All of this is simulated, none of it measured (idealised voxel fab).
Module name: voxel self aligned vias (process module)
In the cross-section labelled cut, the width is 280 nm and each square cell is 5 nm.
We lay out every cross-section as a grid of square cells and spell it out in bands from the top down, where one band means one or more rows of cells. The entry gives the band's vertical extent as a top height and a bottom height in nm, then its horizontal make-up as materials from left to right, each with a width in nm. "air" stands for empty space; a single material marked "throughout" fills the band edge to edge. Heights are measured from 0, the level below which the as-received wafer is all one material; the lowest band has no bottom and continues downward, written as in "0 and below". The two numbers in a width such as "30->40" mark its ends across the band: the first belongs to the top row of cells, the second to the bottom row, and from each row to the next the width moves by the same amount. When a step is marked "nothing altered", none of the cells in the cross-section changed during that step. Enclosed voids (no open way to top), threshold 8 cells or more, entry "Sealed void listing", notation width x height at distance, distance from left edge, nm. after a step's settings: what the simulator itself notes on the step. The line of a step may include "overlay nm". On a step with a mask, this value is how far to the right of its planned place the mask lay. A negative value means the mask lay to the left.
**Steps in the process plan**
1 RECEIVE (material Si)
2 CONFORMAL_DEP (material SiO2; thk nm 15)
3 CONFORMAL_DEP (material SiCN; thk nm 5)
4 DIRECTIONAL_DEP (material lowk; thk nm 30)
5 MASKED_ETCH (tone open; mask id LINES; width nm 25; pitch nm 65; etch materials lowk; depth nm 30; overlay nm 0)
6 CONFORMAL_DEP (material TiN; thk nm 5)
7 FILL_DEP (material Ru; thk nm 5)
8 CMP (height nm 50)
9 SELECTIVE_ETCH (etch materials W Ru TiN; depth nm 10)
10 FILL_DEP (material SiN; thk nm 5)
11 CMP (height nm 50)
12 DIRECTIONAL_DEP (material lowk; thk nm 20)
13 PATTERN (tone open; mask id VIAS; material resist; width nm 45; pitch nm 130; thk nm 15; overlay nm 0)
14 DIRECTIONAL_ETCH (etch materials lowk; depth nm 20)
15 DIRECTIONAL_ETCH (etch materials SiN; depth nm 10)
16 STRIP (etch materials resist)
17 CONFORMAL_DEP (material TiN; thk nm 5)
18 FILL_DEP (material Ru; thk nm 5)
19 CMP (height nm 70)
20 CONFORMAL_DEP (material SiN; thk nm 5)
**Cross-section: wafer on arrival = after step 1**
  0 and below = Si throughout
  Sealed void listing: none
**First of two wafers at the end of the module, shown in cross-section; run carried out as planned**
  75 down to 70 = SiN throughout
  70 down to 55 = 50 lowk | 5 TiN | 35 Ru | 5 TiN | 85 lowk | 5 TiN | 35 Ru | 5 TiN | 55 lowk
  55 down to 50 = 50 lowk | 15 TiN | 15 Ru | 15 TiN | 85 lowk | 15 TiN | 15 Ru | 15 TiN | 55 lowk
  50 down to 45 = 60 lowk | 5 TiN | 15 Ru | 5 TiN | 40 lowk | 25 SiN | 40 lowk | 5 TiN | 15 Ru | 5 TiN | 65 lowk
  45 down to 40 = 60 lowk | 25 TiN | 40 lowk | 25 SiN | 40 lowk | 25 TiN | 65 lowk
  40 down to 25 = 60 lowk | 5 TiN | 15 Ru | 5 TiN | 40 lowk | 5 TiN | 15 Ru | 5 TiN | 40 lowk | 5 TiN | 15 Ru | 5 TiN | 65 lowk
  25 down to 20 = 60 lowk | 25 TiN | 40 lowk | 25 TiN | 40 lowk | 25 TiN | 65 lowk
  20 down to 15 = SiCN throughout
  15 down to 0 = SiO2 throughout
  0 and below = Si throughout
  Sealed void listing: none
**Here is the second of the two wafers cut open at the end of the module - same start, same plan as the first one, but we made one mistake running it**
  75 down to 70 = SiN throughout
  70 down to 50 = TiN throughout
  50 down to 40 = 60 lowk | 25 SiN | 40 lowk | 25 SiN | 40 lowk | 25 SiN | 65 lowk
  40 down to 25 = 60 lowk | 5 TiN | 15 Ru | 5 TiN | 40 lowk | 5 TiN | 15 Ru | 5 TiN | 40 lowk | 5 TiN | 15 Ru | 5 TiN | 65 lowk
  25 down to 20 = 60 lowk | 25 TiN | 40 lowk | 25 TiN | 40 lowk | 25 TiN | 65 lowk
  20 down to 15 = SiCN throughout
  15 down to 0 = SiO2 throughout
  0 and below = Si throughout
  Sealed void listing: none
Deviation noted in wafer processing: it should be noted that step 12 was executed with settings other than those planned, the operation and settings actually applied being DIRECTIONAL_DEP (material TiN; thk nm 20)
End of process, cell counts, second wafer against first, materials with more or fewer: 54 fewer of Ru; 20 more of SiN; 186 more of TiN; 152 fewer of lowk
